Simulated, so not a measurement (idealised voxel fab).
Presented below is a process module, voxel transistor to metal.
Each square cell in cross-section cut measures 5 nm, and the section as a whole is 160 nm wide.
We lay out every cross-section as a grid of square cells and spell it out in bands from the top down, where one band means one or more rows of cells. Heads up on the band format: heights come first, top then bottom, in nm. After that it's the materials left to right, each with its width in nm. A single material flagged "all across" fills the whole band edge to edge, and "blank" means there's empty space there. Zero point of the height axis is 0; under it, received wafer = one material. Lowest band: continues down indefinitely, "z 0 and below". So if you see something like "30->40" for the width, read it as the top row of the band sitting at the first number and the bottom row at the second, with every row in between moving by the same amount as the last. For the purposes of this document, the phrase "nothing was modified" attached to a step denotes that no cell within the cross-section was modified by that step. Heads up: "Enclosed void entries" only lists the empty pockets with no open path to the top that are 8 cells or more, and it writes them as width x height at distance, distance from the left edge, in nm. Past the settings on a step's line: simulator remark, on that step. Regarding "overlay nm": on a step with a mask, it is the distance the mask lay to the right of its planned place; a negative value places it to the left.

### Listed below are the process steps as planned
1. RECEIVE | material Si
2. CONFORMAL_DEP | material SiO2 | thk nm 5
3. CONFORMAL_DEP | material SiN | thk nm 15
4. DIRECTIONAL_DEP | material aC | thk nm 10
5. PATTERN | tone cover | mask id ACTIVE | material resist | width nm 90 | thk nm 30 | overlay nm 0
6. DIRECTIONAL_ETCH | etch materials aC | depth nm 10
7. STRIP | etch materials resist
8. DIRECTIONAL_ETCH | etch materials SiN | depth nm 15
9. DIRECTIONAL_ETCH | etch materials SiO2 | depth nm 5
10. DIRECTIONAL_ETCH | etch materials Si | depth nm 35
11. STRIP | etch materials aC
12. FILL_DEP | material SiO2 | thk nm 5
13. CMP | height nm 20
14. SELECTIVE_ETCH | etch materials SiO2 | depth nm 10
15. STRIP | etch materials SiN
16. SELECTIVE_ETCH | etch materials SiO2 | depth nm 5
17. OXIDIZE | depth nm 5
18. DIRECTIONAL_DEP | material polySi | thk nm 20
19. DIRECTIONAL_DEP | material SiCN | thk nm 10
20. PATTERN | tone cover | mask id GATE | material resist | width nm 20 | thk nm 20 | overlay nm 0
21. DIRECTIONAL_ETCH | etch materials SiCN | depth nm 20
22. DIRECTIONAL_ETCH | etch materials polySi | depth nm 30
23. STRIP | etch materials resist
24. CONFORMAL_DEP | material SiN | thk nm 5
25. DIRECTIONAL_ETCH | etch materials SiN | depth nm 5
26. DIRECTIONAL_ETCH | etch materials SiO2 | depth nm 5
27. DIRECTIONAL_ETCH | etch materials Si | depth nm 10
28. EPI | material SiGe | thk nm 10
29. FILL_DEP | material SiO2 | thk nm 10
30. CMP | height nm 30
31. DIRECTIONAL_DEP | material SiO2 | thk nm 15
32. MASKED_ETCH | tone open | mask id CONTACT | width nm 15 | pitch nm 65 | etch materials SiO2 | depth nm 50 | overlay nm 0
33. CONFORMAL_DEP | material TiN | thk nm 5
34. FILL_DEP | material W | thk nm 5
35. CMP | height nm 45
36. DIRECTIONAL_DEP | material TiN | thk nm 5
37. DIRECTIONAL_DEP | material Ru | thk nm 15
38. MASKED_ETCH | tone cover | mask id METAL_1 | width nm 15 | pitch nm 65 | etch materials Ru | depth nm 15 | overlay nm 0
39. MASKED_ETCH | tone cover | mask id METAL_1 | width nm 15 | pitch nm 65 | etch materials TiN | depth nm 5 | overlay nm 0
40. FILL_DEP | material lowk | thk nm 5
41. CMP | height nm 65
42. CONFORMAL_DEP | material SiCN | thk nm 5
43. DIRECTIONAL_DEP | material lowk | thk nm 25
44. MASKED_ETCH | tone open | mask id METAL_2 | width nm 15 | pitch nm 65 | etch materials lowk | depth nm 15 | overlay nm 0
45. PATTERN | tone open | mask id METAL_2_HOLES | material resist | width nm 15 | pitch nm 65 | thk nm 20 | overlay nm 0
46. DIRECTIONAL_ETCH | etch materials lowk | depth nm 10
47. DIRECTIONAL_ETCH | etch materials SiCN | depth nm 5
48. STRIP | etch materials resist
49. CONFORMAL_DEP | material TiN | thk nm 5
50. FILL_DEP | material Cu | thk nm 10
51. CMP | height nm 95
52. CONFORMAL_DEP | material SiCN | thk nm 5

### Cross-section of the incoming wafer, state after step 1
* z 0 and below = Si all across
* Enclosed void entries: none

### The first of the two wafers as seen in cross-section once the module was finished; processing followed the plan
* z 100 to 95 = SiCN all across
* z 95 to 70 = 40 of lowk / 5 of TiN / 5 of Cu / 5 of TiN / 50 of lowk / 5 of TiN / 5 of Cu / 5 of TiN / 40 of lowk
* z 70 to 65 = 40 of SiCN / 15 of TiN / 50 of SiCN / 15 of TiN / 40 of SiCN
* z 65 to 50 = 40 of lowk / 15 of Ru / 50 of lowk / 15 of Ru / 40 of lowk
* z 50 to 45 = 40 of lowk / 15 of TiN / 50 of lowk / 15 of TiN / 40 of lowk
* z 45 to 30 = 40 of SiO2 / 5 of TiN / 5 of W / 5 of TiN / 50 of SiO2 / 5 of TiN / 5 of W / 5 of TiN / 40 of SiO2
* z 30 to 20 = 40 of SiO2 / 5 of TiN / 5 of W / 5 of TiN / 10 of SiO2 / 5 of SiN / 20 of SiCN / 5 of SiN / 10 of SiO2 / 5 of TiN / 5 of W / 5 of TiN / 40 of SiO2
* z 20 to 5 = 40 of SiO2 / 5 of TiN / 5 of W / 5 of TiN / 10 of SiO2 / 5 of SiN / 20 of polySi / 5 of SiN / 10 of SiO2 / 5 of TiN / 5 of W / 5 of TiN / 40 of SiO2
* z 5 to 0 = 30 of SiO2 / 5 of SiN / 5 of SiO2 / 5 of TiN / 5 of W / 5 of TiN / 10 of SiGe / 5 of SiN / 20 of polySi / 5 of SiN / 10 of SiGe / 5 of TiN / 5 of W / 5 of TiN / 5 of SiO2 / 5 of SiN / 30 of SiO2
* z 0 to -5 = 40 of SiO2 / 15 of TiN / 10 of SiGe / 30 of SiO2 / 10 of SiGe / 15 of TiN / 40 of SiO2
* z -5 to -15 = 35 of SiO2 / 30 of SiGe / 30 of Si / 30 of SiGe / 35 of SiO2
* z -15 to -35 = 35 of SiO2 / 90 of Si / 35 of SiO2
* z -35 and below = Si all across
* Enclosed void entries: none

### End-of-module cross-section of the second wafer: identical starting point and process plan to the first, with one processing mistake
* z 100 to 95 = SiCN all across
* z 95 to 90 = 40 of SiCN / 15 of TiN / 50 of SiCN / 15 of TiN / 40 of SiCN
* z 90 to 65 = lowk all across
* z 65 to 50 = 40 of lowk / 15 of Ru / 50 of lowk / 15 of Ru / 40 of lowk
* z 50 to 45 = 40 of lowk / 15 of TiN / 50 of lowk / 15 of TiN / 40 of lowk
* z 45 to 30 = 40 of SiO2 / 5 of TiN / 5 of W / 5 of TiN / 50 of SiO2 / 5 of TiN / 5 of W / 5 of TiN / 40 of SiO2
* z 30 to 20 = 40 of SiO2 / 5 of TiN / 5 of W / 5 of TiN / 10 of SiO2 / 5 of SiN / 20 of SiCN / 5 of SiN / 10 of SiO2 / 5 of TiN / 5 of W / 5 of TiN / 40 of SiO2
* z 20 to 5 = 40 of SiO2 / 5 of TiN / 5 of W / 5 of TiN / 10 of SiO2 / 5 of SiN / 20 of polySi / 5 of SiN / 10 of SiO2 / 5 of TiN / 5 of W / 5 of TiN / 40 of SiO2
* z 5 to 0 = 30 of SiO2 / 5 of SiN / 5 of SiO2 / 5 of TiN / 5 of W / 5 of TiN / 10 of SiGe / 5 of SiN / 20 of polySi / 5 of SiN / 10 of SiGe / 5 of TiN / 5 of W / 5 of TiN / 5 of SiO2 / 5 of SiN / 30 of SiO2
* z 0 to -5 = 40 of SiO2 / 15 of TiN / 10 of SiGe / 30 of SiO2 / 10 of SiGe / 15 of TiN / 40 of SiO2
* z -5 to -15 = 35 of SiO2 / 30 of SiGe / 30 of Si / 30 of SiGe / 35 of SiO2
* z -15 to -35 = 35 of SiO2 / 90 of Si / 35 of SiO2
* z -35 and below = Si all across
* Enclosed void entries: none
It is concluded that the wafer was processed incorrectly with respect to the plan, in that steps 42 and 43 of the plan were each performed in the slot designated for the other
The second wafer ends with more or fewer cells of some materials than the first, per final count: Cu: 10 fewer | TiN: 20 fewer | lowk: 30 more
